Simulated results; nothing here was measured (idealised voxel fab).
This is a process module. Its name is voxel self aligned contacts.
cross-section cut | 250 nm wide | cells 5 nm
This document writes a cross-section as a grid whose cells are square, and gives it as bands, listed from the top down; one or more rows of cells form a band.
This entry defines a band. It first specifies the height of the band's top and the height of its bottom in nm, and then specifies the band's materials from left to right, stating each material with its width in nm. The word "full width" identifies a single material that fills the band from edge to edge, while the word "air" identifies empty space.
For the purposes of this specification, 0 denotes the height below which the wafer in its as-received condition is composed wholly of one material, and the lowermost band, lacking a lower limit, extends downward without end, as expressed in "0..down".
Width "30..40": first value at the band's top row of cells, second value at its bottom row, equal change from row to row.
Step marked "no alteration"? Then no cell in the cross-section changed in it.
"Entrapped void list": empty spaces of 8 cells or more with no open way to the top, each given as width x height at distance, distance from the left edge, all in nm.
Heads up: the bit after the settings on a step's line is the simulator's remark on that step.
overlay nm: how far to the right of its planned place the mask lay on this masked step (negative: to the left).
BELOW IS THE LIST OF PLANNED PROCESS STEPS
1: RECEIVE: material Si
2: CONFORMAL_DEP: material SiO2, thk nm 5
3: DIRECTIONAL_DEP: material polySi, thk nm 30
4: DIRECTIONAL_DEP: material SiN, thk nm 15
5: PATTERN: tone cover, mask id GATE, material resist, width nm 35, pitch nm 60, thk nm 15, overlay nm 0
6: DIRECTIONAL_ETCH: etch materials SiN, depth nm 5
7: DIRECTIONAL_ETCH: etch materials polySi, depth nm 30
8: STRIP: etch materials resist
9: CONFORMAL_DEP: material SiN, thk nm 5
10: DIRECTIONAL_ETCH: etch materials SiN, depth nm 5
11: FILL_DEP: material SiO2, thk nm 15
12: CMP: height nm 60
13: PATTERN: tone open, mask id CONTACT, material resist, width nm 35, pitch nm 60, thk nm 15, overlay nm 0
14: DIRECTIONAL_ETCH: etch materials SiO2, depth nm 60
15: STRIP: etch materials resist
16: CONFORMAL_DEP: material TiN, thk nm 5
17: FILL_DEP: material Ru, thk nm 5
18: CMP: height nm 60
19: CONFORMAL_DEP: material SiCN, thk nm 5
Don't read the plan's depth nm for step 6 as applying to every wafer: that's the first wafer's value, and the wafers differ in it, though they all start identical.
AS-RECEIVED CROSS-SECTION, FIRST OF SEVERAL WAFERS, POST STEP 1
* 0..down = Si full width
* Entrapped void list: none
END-OF-MODULE CROSS-SECTION, FIRST OF SEVERAL WAFERS, AFTER LAST STEP 19
* 65..60 = SiCN full width
* 60..50 = SiO2 75 nm / TiN 5..15 nm / Ru 25..5 nm / TiN 5..15 nm / SiO2 25 nm / TiN 5..15 nm / Ru 25..5 nm / TiN 5..15 nm / SiO2 80 nm
* 50..45 = SiO2 40 nm / SiN 45 nm / TiN 15 nm / SiN 45 nm / TiN 15 nm / SiN 45 nm / SiO2 45 nm
* 45..35 = SiN full width
* 35..5 = polySi full width
* 5..0 = SiO2 full width
* 0..down = Si full width
* Entrapped void list: none
CROSS-SECTION OF THE LAST WAFER AT END OF MODULE
* 65..60 = SiCN full width
* 60..50 = SiO2 75 nm / TiN 5..15 nm / Ru 25..5 nm / TiN 5..15 nm / SiO2 25 nm / TiN 5..15 nm / Ru 25..5 nm / TiN 5..15 nm / SiO2 80 nm
* 50..35 = SiO2 40 nm / SiN 45 nm / TiN 5 nm / Ru 5 nm / TiN 5 nm / SiN 45 nm / TiN 5 nm / Ru 5 nm / TiN 5 nm / SiN 45 nm / SiO2 45 nm
* 35..5 = SiO2 40 nm / SiN 5 nm / polySi 35 nm / SiN 5 nm / TiN 5 nm / Ru 5 nm / TiN 5 nm / SiN 5 nm / polySi 35 nm / SiN 5 nm / TiN 5 nm / Ru 5 nm / TiN 5 nm / SiN 5 nm / polySi 35 nm / SiN 5 nm / SiO2 45 nm
* 5..0 = SiO2 85 nm / TiN 15 nm / SiO2 45 nm / TiN 15 nm / SiO2 90 nm
* 0..down = Si full width
* Entrapped void list: none
WHERE EACH WAFER STANDS AT THE END OF THE MODULE, A ROW APIECE: CELLS OF EACH MATERIAL GAINED (+) OR LOST (-) SINCE IT WAS RECEIVED, THEN CLOSED VOIDS
depth nm 5, +12 Ru, +50 SiCN, +127 SiN, +139 SiO2, +22 TiN, +300 polySi, Entrapped void list: none
depth nm 10, +14 Ru, +50 SiCN, +104 SiN, +156 SiO2, +26 TiN, +300 polySi, Entrapped void list: none
depth nm 15, +30 Ru, +50 SiCN, +117 SiN, +269 SiO2, +58 TiN, +126 polySi, Entrapped void list: none
depth nm 20, +30 Ru, +50 SiCN, +117 SiN, +269 SiO2, +58 TiN, +126 polySi, Entrapped void list: none
depth nm 25, +30 Ru, +50 SiCN, +117 SiN, +269 SiO2, +58 TiN, +126 polySi, Entrapped void list: none
depth nm 30, +30 Ru, +50 SiCN, +117 SiN, +269 SiO2, +58 TiN, +126 polySi, Entrapped void list: none
